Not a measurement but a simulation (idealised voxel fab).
process module | voxel wiring stack
cross-section cut | 155 nm wide | cells 5 nm
A cross-section is a grid of square cells, given in bands from the top down. A band is one or more rows of cells.
Each band's line starts with the height of the band's top and of its bottom, in nm. Then come its materials from left to right, each with its width in nm. One material with "throughout" fills the band from edge to edge. "air" is empty space.
Height 0 is the level under which the wafer as received is all one material. The lowest band goes on downwards, as in "0 down".
A width such as "30 to 40" changes by the same amount from each row of cells to the next, from the band's top row to its bottom row.
"no change" after a step means that no cell of the cross-section changed.
closed voids: empty space of 8 cells or more with no open way to the top, each as width x height at its distance from the left edge, in nm
after a step's settings: what the simulator itself notes on the step
overlay nm, on a step with a mask: how far to the right of its planned place the mask lay; to the left if negative
Each pair below shows a cross-section before one step and the cross-section after it, down to the lowest band that changed. The line under each pair gives the step between them, with its settings. The pairs can come from different runs of this module on the same starting wafer, so a pair continues from the pair above only where its "before" says so.
before
  140 to 135: Cu throughout
  135 to 130: TiN 30 | Cu 10 | TiN 30 | Cu 10 | TiN 30 | Cu 10 | TiN 35
  130 to 115: lowk 25 | TiN 5 | Cu 10 | TiN 5 | lowk 20 | TiN 5 | Cu 10 | TiN 5 | lowk 20 | TiN 5 | Cu 10 | TiN 5 | lowk 30
  115 to 110: SiCN 25 | TiN 20 | SiCN 20 | TiN 20 | SiCN 20 | TiN 20 | SiCN 30
  110 to 95: SiO2 25 | Ru 15 | SiO2 25 | Ru 15 | SiO2 25 | Ru 15 | SiO2 35
  95 to 90: SiCN 25 | Ru 15 | SiCN 25 | Ru 15 | SiCN 25 | Ru 15 | SiCN 35
  90 to 65: SiO2 25 | TiN 5 | W 10 | TiN 5 | SiO2 20 | TiN 5 | W 10 | TiN 5 | SiO2 20 | TiN 5 | W 10 | TiN 5 | SiO2 30
  65 to 60: SiCN 25 | TiN 20 | SiCN 20 | TiN 20 | SiCN 20 | TiN 20 | SiCN 30
  60 to 45: lowk 25 | Ru 15 | lowk 25 | Ru 15 | lowk 25 | Ru 15 | lowk 35
  45 to 40: SiCN 25 | Ru 15 | SiCN 25 | Ru 15 | SiCN 25 | Ru 15 | SiCN 35
  40 to 20: lowk 30 | TiN 5 | W 5 | TiN 5 | lowk 25 | TiN 5 | W 5 | TiN 5 | lowk 25 | TiN 5 | W 5 | TiN 5 | lowk 30
  20 to 15: SiCN 30 | TiN 15 | SiCN 25 | TiN 15 | SiCN 25 | TiN 15 | SiCN 30
  15 to 0: SiO2 throughout
  0 down: Si throughout
  closed voids: none
after
  130 to 115: lowk 25 | TiN 5 | Cu 10 | TiN 5 | lowk 20 | TiN 5 | Cu 10 | TiN 5 | lowk 20 | TiN 5 | Cu 10 | TiN 5 | lowk 30
  below 115: unchanged
  closed voids: none
the step between: op CMP | height nm 130
before: the cross-section after the pair above
after
  135 to 130: air 20 | Ru 30 | air 10 | Ru 30 | air 10 | Ru 30 | air 25
  below 130: unchanged
  closed voids: none
the step between: op EPI | material Ru | thk nm 5
before: the cross-section after the pair above
after
  140 to 135: SiCN throughout
  135 to 130: SiCN 20 | Ru 30 | SiCN 10 | Ru 30 | SiCN 10 | Ru 30 | SiCN 25
  below 130: unchanged
  closed voids: none
the step between: op FILL_DEP | material SiCN | thk nm 5
before
  140 to 130: aC throughout
  130 to 115: lowk throughout
  115 to 110: SiCN throughout
  110 to 95: SiO2 25 | Ru 15 | SiO2 25 | Ru 15 | SiO2 25 | Ru 15 | SiO2 35
  95 to 90: SiCN 25 | Ru 15 | SiCN 25 | Ru 15 | SiCN 25 | Ru 15 | SiCN 35
  90 to 65: SiO2 25 | TiN 5 | W 10 | TiN 5 | SiO2 20 | TiN 5 | W 10 | TiN 5 | SiO2 20 | TiN 5 | W 10 | TiN 5 | SiO2 30
  65 to 60: SiCN 25 | TiN 20 | SiCN 20 | TiN 20 | SiCN 20 | TiN 20 | SiCN 30
  60 to 45: lowk 25 | Ru 15 | lowk 25 | Ru 15 | lowk 25 | Ru 15 | lowk 35
  45 to 40: SiCN 25 | Ru 15 | SiCN 25 | Ru 15 | SiCN 25 | Ru 15 | SiCN 35
  40 to 20: lowk 25 | TiN 5 | W 10 | TiN 5 | lowk 20 | TiN 5 | W 10 | TiN 5 | lowk 20 | TiN 5 | W 10 | TiN 5 | lowk 30
  20 to 15: SiCN 25 | TiN 20 | SiCN 20 | TiN 20 | SiCN 20 | TiN 20 | SiCN 30
  15 to 0: SiO2 throughout
  0 down: Si throughout
  closed voids: none
after
  170 to 140: resist 30 | air 20 | resist 20 | air 20 | resist 20 | air 20 | resist 25
  below 140: unchanged
  closed voids: none
the step between: op PATTERN | tone open | mask id METAL_3 | material resist | width nm 20 | pitch nm 40 | thk nm 30 | overlay nm 5
before: the cross-section after the pair above
after
  160 to 140: resist 30 | air 20 | resist 20 | air 20 | resist 20 | air 20 | resist 25
  140 to 130: aC 30 | air 20 | aC 20 | air 20 | aC 20 | air 20 | aC 25
  below 130: unchanged
  closed voids: none
the step between: op DIRECTIONAL_ETCH | etch materials aC | depth nm 10
before: the cross-section after the pair above
after
  140 to 130: aC 30 | air 20 | aC 20 | air 20 | aC 20 | air 20 | aC 25
  below 130: unchanged
  closed voids: none
the step between: op STRIP | etch materials resist
before: the cross-section after the pair above
after
  140 to 130: aC 30 | air 20 | aC 20 | air 20 | aC 20 | air 20 | aC 25
  130 to 115: lowk 30 | air 20 | lowk 20 | air 20 | lowk 20 | air 20 | lowk 25
  below 115: unchanged
  closed voids: none
the step between: op DIRECTIONAL_ETCH | etch materials lowk | depth nm 15
before: the cross-section after the pair above
after
  140 to 130: aC 30 | air 20 | aC 20 | air 20 | aC 20 | air 20 | aC 25
  130 to 115: lowk 30 | air 20 | lowk 20 | air 20 | lowk 20 | air 20 | lowk 25
  115 to 110: SiCN 30 | air 20 | SiCN 20 | air 20 | SiCN 20 | air 20 | SiCN 25
  below 110: unchanged
  closed voids: none
the step between: op DIRECTIONAL_ETCH | etch materials SiCN | depth nm 5
before: the cross-section after the pair above
after
  130 to 115: lowk 30 | air 20 | lowk 20 | air 20 | lowk 20 | air 20 | lowk 25
  below 115: unchanged
  closed voids: none
the step between: op STRIP | etch materials aC
before: the cross-section after the pair above
after
  135 to 130: TiN 35 | air 10 | TiN 30 | air 10 | TiN 30 | air 10 | TiN 30
  130 to 115: lowk 30 | TiN 5 | air 10 | TiN 5 | lowk 20 | TiN 5 | air 10 | TiN 5 | lowk 20 | TiN 5 | air 10 | TiN 5 | lowk 25
  115 to 110: SiCN 30 | TiN 20 | SiCN 20 | TiN 20 | SiCN 20 | TiN 20 | SiCN 25
  below 110: unchanged
  closed voids: none
the step between: op CONFORMAL_DEP | material TiN | thk nm 5
before: the cross-section after the pair above
after
  140 to 135: Cu throughout
  135 to 130: TiN 35 | Cu 10 | TiN 30 | Cu 10 | TiN 30 | Cu 10 | TiN 30
  130 to 115: lowk 30 | TiN 5 | Cu 10 | TiN 5 | lowk 20 | TiN 5 | Cu 10 | TiN 5 | lowk 20 | TiN 5 | Cu 10 | TiN 5 | lowk 25
  below 115: unchanged
  closed voids: none
the step between: op FILL_DEP | material Cu | thk nm 5
before: the cross-section after the pair above
after
  130 to 115: lowk 30 | TiN 5 | Cu 10 | TiN 5 | lowk 20 | TiN 5 | Cu 10 | TiN 5 | lowk 20 | TiN 5 | Cu 10 | TiN 5 | lowk 25
  below 115: unchanged
  closed voids: none
the step between: op CMP | height nm 130
before: the cross-section after the pair above
after
  135 to 130: air 25 | Ru 30 | air 10 | Ru 30 | air 10 | Ru 30 | air 20
  below 130: unchanged
  closed voids: none
the step between: op EPI | material Ru | thk nm 5
before: the cross-section after the pair above
after
  140 to 135: SiCN throughout
  135 to 130: SiCN 25 | Ru 30 | SiCN 10 | Ru 30 | SiCN 10 | Ru 30 | SiCN 20
  below 130: unchanged
  closed voids: none
the step between: op FILL_DEP | material SiCN | thk nm 5
before
  60 to 45: lowk 25 | Ru 15 | lowk 25 | Ru 15 | lowk 25 | Ru 15 | lowk 35
  45 to 40: SiCN 25 | Ru 15 | SiCN 25 | Ru 15 | SiCN 25 | Ru 15 | SiCN 35
  40 to 20: lowk 25 | TiN 5 | W 10 | TiN 5 | lowk 20 | TiN 5 | W 10 | TiN 5 | lowk 20 | TiN 5 | W 10 | TiN 5 | lowk 30
  20 to 15: SiCN 25 | TiN 20 | SiCN 20 | TiN 20 | SiCN 20 | TiN 20 | SiCN 30
  15 to 0: SiO2 throughout
  0 down: Si throughout
  closed voids: none
after
  65 to 60: W throughout
  below 60: unchanged
  closed voids: none
the step between: op CONFORMAL_DEP | material W | thk nm 5
before: the cross-section after the pair above
after
  90 to 65: SiO2 throughout
  below 65: unchanged
  closed voids: none
the step between: op DIRECTIONAL_DEP | material SiO2 | thk nm 25
before: the cross-section after the pair above
after
  100 to 90: aC throughout
  below 90: unchanged
  closed voids: none
the step between: op DIRECTIONAL_DEP | material aC | thk nm 10
before: the cross-section after the pair above
after
  125 to 100: resist 25 | air 20 | resist 20 | air 20 | resist 20 | air 20 | resist 30
  below 100: unchanged
  closed voids: none
the step between: op PATTERN | tone open | mask id METAL_2 | material resist | width nm 20 | pitch nm 40 | thk nm 25 | overlay nm 0
before: the cross-section after the pair above
after
  115 to 100: resist 25 | air 20 | resist 20 | air 20 | resist 20 | air 20 | resist 30
  100 to 90: aC 25 | air 20 | aC 20 | air 20 | aC 20 | air 20 | aC 30
  below 90: unchanged
  closed voids: none
the step between: op DIRECTIONAL_ETCH | etch materials aC | depth nm 10
before: the cross-section after the pair above
after
  100 to 90: aC 25 | air 20 | aC 20 | air 20 | aC 20 | air 20 | aC 30
  below 90: unchanged
  closed voids: none
the step between: op STRIP | etch materials resist
before: the cross-section after the pair above
after
  100 to 90: aC 25 | air 20 | aC 20 | air 20 | aC 20 | air 20 | aC 30
  90 to 65: SiO2 25 | air 20 | SiO2 20 | air 20 | SiO2 20 | air 20 | SiO2 30
  below 65: unchanged
  closed voids: none
the step between: op DIRECTIONAL_ETCH | etch materials SiO2 | depth nm 25
before: the cross-section after the pair above
after
  90 to 65: SiO2 25 | air 20 | SiO2 20 | air 20 | SiO2 20 | air 20 | SiO2 30
  below 65: unchanged
  closed voids: none
the step between: op STRIP | etch materials aC
before: the cross-section after the pair above
after
  95 to 90: TiN 30 | air 10 | TiN 30 | air 10 | TiN 30 | air 10 | TiN 35
  90 to 70: SiO2 25 | TiN 5 | air 10 | TiN 5 | SiO2 20 | TiN 5 | air 10 | TiN 5 | SiO2 20 | TiN 5 | air 10 | TiN 5 | SiO2 30
  70 to 65: SiO2 25 | TiN 20 | SiO2 20 | TiN 20 | SiO2 20 | TiN 20 | SiO2 30
  below 65: unchanged
  closed voids: none
the step between: op CONFORMAL_DEP | material TiN | thk nm 5
before: the cross-section after the pair above
after
  105 to 95: W throughout
  95 to 90: TiN 30 | W 10 | TiN 30 | W 10 | TiN 30 | W 10 | TiN 35
  90 to 70: SiO2 25 | TiN 5 | W 10 | TiN 5 | SiO2 20 | TiN 5 | W 10 | TiN 5 | SiO2 20 | TiN 5 | W 10 | TiN 5 | SiO2 30
  below 70: unchanged
  closed voids: none
the step between: op FILL_DEP | material W | thk nm 10
before: the cross-section after the pair above
after
  90 to 70: SiO2 25 | TiN 5 | W 10 | TiN 5 | SiO2 20 | TiN 5 | W 10 | TiN 5 | SiO2 20 | TiN 5 | W 10 | TiN 5 | SiO2 30
  below 70: unchanged
  closed voids: none
the step between: op CMP | height nm 90
before: the cross-section after the pair above
after
  95 to 90: SiCN throughout
  below 90: unchanged
  closed voids: none
the step between: op CONFORMAL_DEP | material SiCN | thk nm 5
before: the cross-section after the pair above
after
  110 to 95: SiO2 throughout
  below 95: unchanged
  closed voids: none
the step between: op DIRECTIONAL_DEP | material SiO2 | thk nm 15
before: the cross-section after the pair above
after
  110 to 95: SiO2 25 | air 15 | SiO2 25 | air 15 | SiO2 25 | air 15 | SiO2 35
  below 95: unchanged
  closed voids: none
the step between: op MASKED_ETCH | tone open | mask id PLUG_2 | width nm 15 | pitch nm 40 | etch materials SiO2 | depth nm 15 | overlay nm 0
before: the cross-section after the pair above
after
  110 to 95: SiO2 25 | air 15 | SiO2 25 | air 15 | SiO2 25 | air 15 | SiO2 35
  95 to 90: SiCN 25 | air 15 | SiCN 25 | air 15 | SiCN 25 | air 15 | SiCN 35
  below 90: unchanged
  closed voids: none
the step between: op MASKED_ETCH | tone open | mask id PLUG_2 | width nm 15 | pitch nm 40 | etch materials SiCN | depth nm 5 | overlay nm 0
before: the cross-section after the pair above
after
  110 to 100: SiO2 25 | air 15 | SiO2 25 | air 15 | SiO2 25 | air 15 | SiO2 35
  100 to 95: SiO2 25 | Ru 15 | SiO2 25 | Ru 15 | SiO2 25 | Ru 15 | SiO2 35
  95 to 90: SiCN 25 | Ru 15 | SiCN 25 | Ru 15 | SiCN 25 | Ru 15 | SiCN 35
  below 90: unchanged
  closed voids: none
the step between: op EPI | material Ru | thk nm 10
before: the cross-section after the pair above
after
  110 to 95: SiO2 25 | Ru 15 | SiO2 25 | Ru 15 | SiO2 25 | Ru 15 | SiO2 35
  below 95: unchanged
  closed voids: none
the step between: op EPI | material Ru | thk nm 10
before: the cross-section after the pair above
after
  115 to 110: SiCN throughout
  below 110: unchanged
  closed voids: none
the step between: op CONFORMAL_DEP | material SiCN | thk nm 5
before: the cross-section after the pair above
after
  130 to 115: lowk throughout
  below 115: unchanged
  closed voids: none
the step between: op DIRECTIONAL_DEP | material lowk | thk nm 15
before: the cross-section after the pair above
after
  140 to 130: aC throughout
  below 130: unchanged
  closed voids: none
the step between: op DIRECTIONAL_DEP | material aC | thk nm 10
before: the cross-section after the pair above
after
  170 to 140: resist 25 | air 20 | resist 20 | air 20 | resist 20 | air 20 | resist 30
  below 140: unchanged
  closed voids: none
the step between: op PATTERN | tone open | mask id METAL_3 | material resist | width nm 20 | pitch nm 40 | thk nm 30 | overlay nm 0
before: the cross-section after the pair above
after
  160 to 140: resist 25 | air 20 | resist 20 | air 20 | resist 20 | air 20 | resist 30
  140 to 130: aC 25 | air 20 | aC 20 | air 20 | aC 20 | air 20 | aC 30
  below 130: unchanged
  closed voids: none
the step between: op DIRECTIONAL_ETCH | etch materials aC | depth nm 10
before: the cross-section after the pair above
after
  140 to 130: aC 25 | air 20 | aC 20 | air 20 | aC 20 | air 20 | aC 30
  below 130: unchanged
  closed voids: none
the step between: op STRIP | etch materials resist
before: the cross-section after the pair above
after
  140 to 130: aC 25 | air 20 | aC 20 | air 20 | aC 20 | air 20 | aC 30
  130 to 115: lowk 25 | air 20 | lowk 20 | air 20 | lowk 20 | air 20 | lowk 30
  below 115: unchanged
  closed voids: none
the step between: op DIRECTIONAL_ETCH | etch materials lowk | depth nm 15
before: the cross-section after the pair above
after
  140 to 130: aC 25 | air 20 | aC 20 | air 20 | aC 20 | air 20 | aC 30
  130 to 115: lowk 25 | air 20 | lowk 20 | air 20 | lowk 20 | air 20 | lowk 30
  115 to 110: SiCN 25 | air 20 | SiCN 20 | air 20 | SiCN 20 | air 20 | SiCN 30
  below 110: unchanged
  closed voids: none
the step between: op DIRECTIONAL_ETCH | etch materials SiCN | depth nm 5
before: the cross-section after the pair above
after
  130 to 115: lowk 25 | air 20 | lowk 20 | air 20 | lowk 20 | air 20 | lowk 30
  below 115: unchanged
  closed voids: none
the step between: op STRIP | etch materials aC
before: the cross-section after the pair above
after
  135 to 130: TiN 30 | air 10 | TiN 30 | air 10 | TiN 30 | air 10 | TiN 35
  130 to 115: lowk 25 | TiN 5 | air 10 | TiN 5 | lowk 20 | TiN 5 | air 10 | TiN 5 | lowk 20 | TiN 5 | air 10 | TiN 5 | lowk 30
  115 to 110: SiCN 25 | TiN 20 | SiCN 20 | TiN 20 | SiCN 20 | TiN 20 | SiCN 30
  below 110: unchanged
  closed voids: none
the step between: op CONFORMAL_DEP | material TiN | thk nm 5
before: the cross-section after the pair above
after
  140 to 135: Cu throughout
  135 to 130: TiN 30 | Cu 10 | TiN 30 | Cu 10 | TiN 30 | Cu 10 | TiN 35
  130 to 115: lowk 25 | TiN 5 | Cu 10 | TiN 5 | lowk 20 | TiN 5 | Cu 10 | TiN 5 | lowk 20 | TiN 5 | Cu 10 | TiN 5 | lowk 30
  below 115: unchanged
  closed voids: none
the step between: op FILL_DEP | material Cu | thk nm 5
before: the cross-section after the pair above
after
  130 to 115: lowk 25 | TiN 5 | Cu 10 | TiN 5 | lowk 20 | TiN 5 | Cu 10 | TiN 5 | lowk 20 | TiN 5 | Cu 10 | TiN 5 | lowk 30
  below 115: unchanged
  closed voids: none
the step between: op CMP | height nm 130
before: the cross-section after the pair above
after
  135 to 130: air 20 | Ru 30 | air 10 | Ru 30 | air 10 | Ru 30 | air 25
  below 130: unchanged
  closed voids: none
the step between: op EPI | material Ru | thk nm 5
before: the cross-section after the pair above
after
  140 to 135: SiCN throughout
  135 to 130: SiCN 20 | Ru 30 | SiCN 10 | Ru 30 | SiCN 10 | Ru 30 | SiCN 25
  below 130: unchanged
  closed voids: none
the step between: op FILL_DEP | material SiCN | thk nm 5
before
  60 to 45: lowk throughout
  45 to 40: SiCN throughout
  40 to 20: lowk 25 | TiN 5 | W 10 | TiN 5 | lowk 20 | TiN 5 | W 10 | TiN 5 | lowk 20 | TiN 5 | W 10 | TiN 5 | lowk 30
  20 to 15: SiCN 25 | TiN 20 | SiCN 20 | TiN 20 | SiCN 20 | TiN 20 | SiCN 30
  15 to 0: SiO2 throughout
  0 down: Si throughout
  closed voids: none
after
  60 to 45: air 25 | lowk 15 | air 25 | lowk 15 | air 25 | lowk 15 | air 35
  below 45: unchanged
  closed voids: none
the step between: op MASKED_ETCH | tone cover | mask id PLUG_1 | width nm 15 | pitch nm 40 | etch materials lowk | depth nm 15 | overlay nm 0
before: the cross-section after the pair above
after
  65 to 60: air 20 | SiCN 25 | air 15 | SiCN 25 | air 15 | SiCN 25 | air 30
  60 to 50: air 20 | SiCN 5 | lowk 15 | SiCN 5 | air 15 | SiCN 5 | lowk 15 | SiCN 5 | air 15 | SiCN 5 | lowk 15 | SiCN 5 | air 30
  50 to 45: SiCN 25 | lowk 15 | SiCN 25 | lowk 15 | SiCN 25 | lowk 15 | SiCN 35
  below 45: unchanged
  closed voids: none
the step between: op CONFORMAL_DEP | material SiCN | thk nm 5
before: the cross-section after the pair above
after
  90 to 75: air 20 | SiO2 25 | air 15 | SiO2 25 | air 15 | SiO2 25 | air 30
  75 to 65: SiO2 throughout
  65 to 60: SiO2 20 | SiCN 25 | SiO2 15 | SiCN 25 | SiO2 15 | SiCN 25 | SiO2 30
  60 to 50: SiO2 20 | SiCN 5 | lowk 15 | SiCN 5 | SiO2 15 | SiCN 5 | lowk 15 | SiCN 5 | SiO2 15 | SiCN 5 | lowk 15 | SiCN 5 | SiO2 30
  below 50: unchanged
  closed voids: none
the step between: op DIRECTIONAL_DEP | material SiO2 | thk nm 25
before: the cross-section after the pair above
after
  100 to 90: air 20 | aC 25 | air 15 | aC 25 | air 15 | aC 25 | air 30
  90 to 85: air 20 | SiO2 25 | air 15 | SiO2 25 | air 15 | SiO2 25 | air 30
  85 to 75: aC 20 | SiO2 25 | aC 15 | SiO2 25 | aC 15 | SiO2 25 | aC 30
  below 75: unchanged
  closed voids: none
the step between: op DIRECTIONAL_DEP | material aC | thk nm 10
before: the cross-section after the pair above
after
  125 to 100: resist 25 | air 20 | resist 20 | air 20 | resist 20 | air 20 | resist 30
  100 to 90: resist 20 | aC 25 | resist 15 | aC 25 | resist 15 | aC 25 | resist 30
  90 to 85: resist 20 | SiO2 25 | resist 15 | SiO2 25 | resist 15 | SiO2 25 | resist 30
  below 85: unchanged
  closed voids: none
the step between: op PATTERN | tone open | mask id METAL_2 | material resist | width nm 20 | pitch nm 40 | thk nm 25 | overlay nm 0
before: the cross-section after the pair above
after
  115 to 100: resist 25 | air 20 | resist 20 | air 20 | resist 20 | air 20 | resist 30
  100 to 90: resist 20 | aC 5 | air 20 | resist 15 | aC 5 | air 20 | resist 15 | aC 5 | air 20 | resist 30
  below 90: unchanged
  closed voids: none
the step between: op DIRECTIONAL_ETCH | etch materials aC | depth nm 10
before: the cross-section after the pair above
after
  100 to 90: air 20 | aC 5 | air 35 | aC 5 | air 35 | aC 5 | air 50
  90 to 85: air 20 | SiO2 25 | air 15 | SiO2 25 | air 15 | SiO2 25 | air 30
  below 85: unchanged
  closed voids: none
the step between: op STRIP | etch materials resist
before: the cross-section after the pair above
after
  100 to 90: air 20 | aC 5 | air 35 | aC 5 | air 35 | aC 5 | air 50
  90 to 85: air 20 | SiO2 5 | air 35 | SiO2 5 | air 35 | SiO2 5 | air 50
  85 to 75: aC 20 | SiO2 5 | air 20 | aC 15 | SiO2 5 | air 20 | aC 15 | SiO2 5 | air 20 | aC 30
  75 to 65: SiO2 25 | air 20 | SiO2 20 | air 20 | SiO2 20 | air 20 | SiO2 30
  below 65: unchanged
  closed voids: none
the step between: op DIRECTIONAL_ETCH | etch materials SiO2 | depth nm 25
before: the cross-section after the pair above
after
  100 to 90: air 20 | aC 5 | air 35 | aC 5 | air 35 | aC 5 | air 50
  90 to 85: air 20 | SiO2 5 | air 35 | SiO2 5 | air 35 | SiO2 5 | air 50
  85 to 75: aC 20 | SiO2 5 | air 20 | aC 15 | SiO2 5 | air 20 | aC 15 | SiO2 5 | air 20 | aC 30
  75 to 65: SiO2 25 | air 20 | SiO2 20 | air 20 | SiO2 20 | air 20 | SiO2 30
  65 to 60: SiO2 20 | SiCN 5 | air 20 | SiO2 15 | SiCN 5 | air 20 | SiO2 15 | SiCN 5 | air 20 | SiO2 30
  below 60: unchanged
  closed voids: none
the step between: op DIRECTIONAL_ETCH | etch materials SiCN | depth nm 5
before: the cross-section after the pair above
after
  90 to 75: air 20 | SiO2 5 | air 35 | SiO2 5 | air 35 | SiO2 5 | air 50
  below 75: unchanged
  closed voids: none
the step between: op STRIP | etch materials aC
before: the cross-section after the pair above
after
  95 to 90: air 15 | TiN 15 | air 25 | TiN 15 | air 25 | TiN 15 | air 45
  90 to 80: air 15 | TiN 5 | SiO2 5 | TiN 5 | air 25 | TiN 5 | SiO2 5 | TiN 5 | air 25 | TiN 5 | SiO2 5 | TiN 5 | air 45
  80 to 75: TiN 20 | SiO2 5 | TiN 5 | air 10 | TiN 20 | SiO2 5 | TiN 5 | air 10 | TiN 20 | SiO2 5 | TiN 5 | air 10 | TiN 35
  75 to 65: SiO2 25 | TiN 5 | air 10 | TiN 5 | SiO2 20 | TiN 5 | air 10 | TiN 5 | SiO2 20 | TiN 5 | air 10 | TiN 5 | SiO2 30
  65 to 60: SiO2 20 | SiCN 5 | TiN 20 | SiO2 15 | SiCN 5 | TiN 20 | SiO2 15 | SiCN 5 | TiN 20 | SiO2 30
  below 60: unchanged
  closed voids: none
the step between: op CONFORMAL_DEP | material TiN | thk nm 5
before: the cross-section after the pair above
after
  105 to 95: W throughout
  95 to 90: W 15 | TiN 15 | W 25 | TiN 15 | W 25 | TiN 15 | W 45
  90 to 80: W 15 | TiN 5 | SiO2 5 | TiN 5 | W 25 | TiN 5 | SiO2 5 | TiN 5 | W 25 | TiN 5 | SiO2 5 | TiN 5 | W 45
  80 to 75: TiN 20 | SiO2 5 | TiN 5 | W 10 | TiN 20 | SiO2 5 | TiN 5 | W 10 | TiN 20 | SiO2 5 | TiN 5 | W 10 | TiN 35
  75 to 65: SiO2 25 | TiN 5 | W 10 | TiN 5 | SiO2 20 | TiN 5 | W 10 | TiN 5 | SiO2 20 | TiN 5 | W 10 | TiN 5 | SiO2 30
  below 65: unchanged
  closed voids: none
the step between: op FILL_DEP | material W | thk nm 10
before: the cross-section after the pair above
after
  90 to 80: W 15 | TiN 5 | SiO2 5 | TiN 5 | W 25 | TiN 5 | SiO2 5 | TiN 5 | W 25 | TiN 5 | SiO2 5 | TiN 5 | W 45
  below 80: unchanged
  closed voids: none
the step between: op CMP | height nm 90
before: the cross-section after the pair above
after
  95 to 90: SiCN throughout
  below 90: unchanged
  closed voids: none
the step between: op CONFORMAL_DEP | material SiCN | thk nm 5
before: the cross-section after the pair above
after
  110 to 95: SiO2 throughout
  below 95: unchanged
  closed voids: none
the step between: op DIRECTIONAL_DEP | material SiO2 | thk nm 15
before: the cross-section after the pair above
after
  110 to 95: SiO2 25 | air 15 | SiO2 25 | air 15 | SiO2 25 | air 15 | SiO2 35
  below 95: unchanged
  closed voids: none
the step between: op MASKED_ETCH | tone open | mask id PLUG_2 | width nm 15 | pitch nm 40 | etch materials SiO2 | depth nm 15 | overlay nm 0
before: the cross-section after the pair above
after
  110 to 95: SiO2 25 | air 15 | SiO2 25 | air 15 | SiO2 25 | air 15 | SiO2 35
  95 to 90: SiCN 25 | air 15 | SiCN 25 | air 15 | SiCN 25 | air 15 | SiCN 35
  below 90: unchanged
  closed voids: none
the step between: op MASKED_ETCH | tone open | mask id PLUG_2 | width nm 15 | pitch nm 40 | etch materials SiCN | depth nm 5 | overlay nm 0
before: the cross-section after the pair above
after
  110 to 100: SiO2 25 | air 15 | SiO2 25 | air 15 | SiO2 25 | air 15 | SiO2 35
  100 to 95: SiO2 25 | Ru 15 | SiO2 25 | Ru 15 | SiO2 25 | Ru 15 | SiO2 35
  95 to 90: SiCN 25 | Ru 15 | SiCN 25 | Ru 15 | SiCN 25 | Ru 15 | SiCN 35
  below 90: unchanged
  closed voids: none
the step between: op EPI | material Ru | thk nm 10
before: the cross-section after the pair above
after
  110 to 95: SiO2 25 | Ru 15 | SiO2 25 | Ru 15 | SiO2 25 | Ru 15 | SiO2 35
  below 95: unchanged
  closed voids: none
the step between: op EPI | material Ru | thk nm 10
before: the cross-section after the pair above
after
  115 to 110: SiCN throughout
  below 110: unchanged
  closed voids: none
the step between: op CONFORMAL_DEP | material SiCN | thk nm 5
before: the cross-section after the pair above
after
  130 to 115: lowk throughout
  below 115: unchanged
  closed voids: none
the step between: op DIRECTIONAL_DEP | material lowk | thk nm 15
before: the cross-section after the pair above
after
  140 to 130: aC throughout
  below 130: unchanged
  closed voids: none
the step between: op DIRECTIONAL_DEP | material aC | thk nm 10
before: the cross-section after the pair above
after
  170 to 140: resist 25 | air 20 | resist 20 | air 20 | resist 20 | air 20 | resist 30
  below 140: unchanged
  closed voids: none
the step between: op PATTERN | tone open | mask id METAL_3 | material resist | width nm 20 | pitch nm 40 | thk nm 30 | overlay nm 0
before: the cross-section after the pair above
after
  160 to 140: resist 25 | air 20 | resist 20 | air 20 | resist 20 | air 20 | resist 30
  140 to 130: aC 25 | air 20 | aC 20 | air 20 | aC 20 | air 20 | aC 30
  below 130: unchanged
  closed voids: none
the step between: op DIRECTIONAL_ETCH | etch materials aC | depth nm 10
before: the cross-section after the pair above
after
  140 to 130: aC 25 | air 20 | aC 20 | air 20 | aC 20 | air 20 | aC 30
  below 130: unchanged
  closed voids: none
the step between: op STRIP | etch materials resist
before: the cross-section after the pair above
after
  140 to 130: aC 25 | air 20 | aC 20 | air 20 | aC 20 | air 20 | aC 30
  130 to 115: lowk 25 | air 20 | lowk 20 | air 20 | lowk 20 | air 20 | lowk 30
  below 115: unchanged
  closed voids: none
the step between: op DIRECTIONAL_ETCH | etch materials lowk | depth nm 15
before: the cross-section after the pair above
after
  140 to 130: aC 25 | air 20 | aC 20 | air 20 | aC 20 | air 20 | aC 30
  130 to 115: lowk 25 | air 20 | lowk 20 | air 20 | lowk 20 | air 20 | lowk 30
  115 to 110: SiCN 25 | air 20 | SiCN 20 | air 20 | SiCN 20 | air 20 | SiCN 30
  below 110: unchanged
  closed voids: none
the step between: op DIRECTIONAL_ETCH | etch materials SiCN | depth nm 5
before: the cross-section after the pair above
after
  130 to 115: lowk 25 | air 20 | lowk 20 | air 20 | lowk 20 | air 20 | lowk 30
  below 115: unchanged
  closed voids: none
the step between: op STRIP | etch materials aC
before: the cross-section after the pair above
after
  135 to 130: TiN 30 | air 10 | TiN 30 | air 10 | TiN 30 | air 10 | TiN 35
  130 to 115: lowk 25 | TiN 5 | air 10 | TiN 5 | lowk 20 | TiN 5 | air 10 | TiN 5 | lowk 20 | TiN 5 | air 10 | TiN 5 | lowk 30
  115 to 110: SiCN 25 | TiN 20 | SiCN 20 | TiN 20 | SiCN 20 | TiN 20 | SiCN 30
  below 110: unchanged
  closed voids: none
the step between: op CONFORMAL_DEP | material TiN | thk nm 5
before: the cross-section after the pair above
after
  140 to 135: Cu throughout
  135 to 130: TiN 30 | Cu 10 | TiN 30 | Cu 10 | TiN 30 | Cu 10 | TiN 35
  130 to 115: lowk 25 | TiN 5 | Cu 10 | TiN 5 | lowk 20 | TiN 5 | Cu 10 | TiN 5 | lowk 20 | TiN 5 | Cu 10 | TiN 5 | lowk 30
  below 115: unchanged
  closed voids: none
the step between: op FILL_DEP | material Cu | thk nm 5
before: the cross-section after the pair above
after
  130 to 115: lowk 25 | TiN 5 | Cu 10 | TiN 5 | lowk 20 | TiN 5 | Cu 10 | TiN 5 | lowk 20 | TiN 5 | Cu 10 | TiN 5 | lowk 30
  below 115: unchanged
  closed voids: none
the step between: op CMP | height nm 130
before: the cross-section after the pair above
after
  135 to 130: air 20 | Ru 30 | air 10 | Ru 30 | air 10 | Ru 30 | air 25
  below 130: unchanged
  closed voids: none
the step between: op EPI | material Ru | thk nm 5
before: the cross-section after the pair above
after
  140 to 135: SiCN throughout
  135 to 130: SiCN 20 | Ru 30 | SiCN 10 | Ru 30 | SiCN 10 | Ru 30 | SiCN 25
  below 130: unchanged
  closed voids: none
the step between: op FILL_DEP | material SiCN | thk nm 5
